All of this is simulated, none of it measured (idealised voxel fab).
process module | voxel wiring stack
cross-section cut | 260 nm wide | cells 5 nm
A cross-section is a grid of square cells, given in bands from the top down. A band is one or more rows of cells.
Each band's line starts with the height of the band's top and of its bottom, in nm. Then come its materials from left to right, each with its width in nm. One material with "throughout" fills the band from edge to edge. "air" is empty space.
Height 0 is the level under which the wafer as received is all one material. The lowest band goes on downwards, as in "0 down".
A width such as "30 to 40" changes by the same amount from each row of cells to the next, from the band's top row to its bottom row.
"no change" after a step means that no cell of the cross-section changed.
closed voids: empty space of 8 cells or more with no open way to the top, each as width x height at its distance from the left edge, in nm
after a step's settings: what the simulator itself notes on the step
overlay nm, on a step with a mask: how far to the right of its planned place the mask lay; to the left if negative
plan
1 op RECEIVE | material Si
2 op CONFORMAL_DEP | material SiO2 | thk nm 15
3 op DIRECTIONAL_DEP | material TiN | thk nm 5
4 op DIRECTIONAL_DEP | material W | thk nm 20
5 op PATTERN | tone cover | mask id METAL_1 | material resist | width nm 20 | pitch nm 45 | thk nm 15 | overlay nm 0
6 op DIRECTIONAL_ETCH | etch materials W | depth nm 20
7 op DIRECTIONAL_ETCH | etch materials TiN | depth nm 5
8 op STRIP | etch materials resist
9 op FILL_DEP | material SiO2 | thk nm 10
10 op CMP | height nm 40
11 op CONFORMAL_DEP | material SiCN | thk nm 5
12 op DIRECTIONAL_DEP | material lowk | thk nm 30
13 op DIRECTIONAL_DEP | material aC | thk nm 10
14 op PATTERN | tone open | mask id METAL_2_HOLES | material resist | width nm 15 | pitch nm 90 | thk nm 30 | overlay nm 0
15 op DIRECTIONAL_ETCH | etch materials aC | depth nm 10
16 op STRIP | etch materials resist
17 op DIRECTIONAL_ETCH | etch materials lowk | depth nm 30
18 op STRIP | etch materials aC
19 op PATTERN | tone open | mask id METAL_2 | material resist | width nm 20 | pitch nm 45 | thk nm 15 | overlay nm 0
20 op DIRECTIONAL_ETCH | etch materials lowk | depth nm 20
21 op DIRECTIONAL_ETCH | etch materials SiCN | depth nm 5
22 op STRIP | etch materials resist
23 op CONFORMAL_DEP | material TiN | thk nm 5
24 op FILL_DEP | material Ru | thk nm 5
25 op CMP | height nm 75
26 op CONFORMAL_DEP | material SiCN | thk nm 5
27 op DIRECTIONAL_DEP | material lowk | thk nm 10
28 op DIRECTIONAL_DEP | material aC | thk nm 15
29 op PATTERN | tone open | mask id PLUG_2 | material resist | width nm 15 | pitch nm 45 | thk nm 30 | overlay nm 0
30 op DIRECTIONAL_ETCH | etch materials aC | depth nm 15
31 op STRIP | etch materials resist
32 op DIRECTIONAL_ETCH | etch materials lowk | depth nm 10
33 op DIRECTIONAL_ETCH | etch materials SiCN | depth nm 5
34 op STRIP | etch materials aC
35 op CONFORMAL_DEP | material TiN | thk nm 5
36 op FILL_DEP | material Ru | thk nm 10
37 op CMP | height nm 90
38 op DIRECTIONAL_DEP | material TiN | thk nm 5
39 op DIRECTIONAL_DEP | material W | thk nm 15
40 op PATTERN | tone cover | mask id METAL_3 | material resist | width nm 20 | pitch nm 45 | thk nm 15 | overlay nm 0
41 op DIRECTIONAL_ETCH | etch materials W | depth nm 15
42 op DIRECTIONAL_ETCH | etch materials TiN | depth nm 5
43 op STRIP | etch materials resist
44 op FILL_DEP | material lowk | thk nm 5
45 op CMP | height nm 110
46 op CONFORMAL_DEP | material SiN | thk nm 5
as received, after step 1
  0 down: Si throughout
  closed voids: none
a wafer at the end: this start, this plan, one mistake
  115 to 110: SiN throughout
  110 to 95: lowk 50 | W 20 | lowk 25 | W 20 | lowk 25 | W 20 | lowk 25 | W 20 | lowk 55
  95 to 90: lowk 50 | TiN 20 | lowk 25 | TiN 20 | lowk 25 | TiN 20 | lowk 25 | TiN 20 | lowk 55
  90 to 85: lowk 50 | TiN 5 | Ru 5 | TiN 5 | lowk 30 | TiN 5 | Ru 5 | TiN 5 | lowk 30 | TiN 5 | Ru 5 | TiN 5 | lowk 30 | TiN 5 | Ru 5 | TiN 5 | lowk 60
  85 to 80: lowk 50 | TiN 15 | lowk 30 | TiN 15 | lowk 30 | TiN 15 | lowk 30 | TiN 15 | lowk 60
  80 to 75: lowk throughout
  75 to 60: lowk 50 | TiN 5 | Ru 10 | TiN 5 | lowk 25 | TiN 5 | Ru 10 | TiN 5 | lowk 25 | TiN 5 | Ru 10 | TiN 5 | lowk 25 | TiN 5 | Ru 10 | TiN 5 | lowk 55
  60 to 55: lowk 50 | TiN 5 | Ru 5 | TiN 10 | lowk 25 | TiN 20 | lowk 25 | TiN 5 | Ru 5 | TiN 10 | lowk 25 | TiN 20 | lowk 55
  55 to 45: lowk 50 | TiN 5 | Ru 5 | TiN 5 | lowk 75 | TiN 5 | Ru 5 | TiN 5 | lowk 105
  45 to 40: SiCN 50 | TiN 15 | SiCN 75 | TiN 15 | SiCN 105
  40 to 20: SiO2 50 | W 20 | SiO2 25 | W 20 | SiO2 25 | W 20 | SiO2 25 | W 20 | SiO2 55
  20 to 15: SiO2 50 | TiN 20 | SiO2 25 | TiN 20 | SiO2 25 | TiN 20 | SiO2 25 | TiN 20 | SiO2 55
  15 to 0: SiO2 throughout
  0 down: Si throughout
  closed voids: none
what went wrong: step 26 ran as: op CONFORMAL_DEP | material lowk | thk nm 5
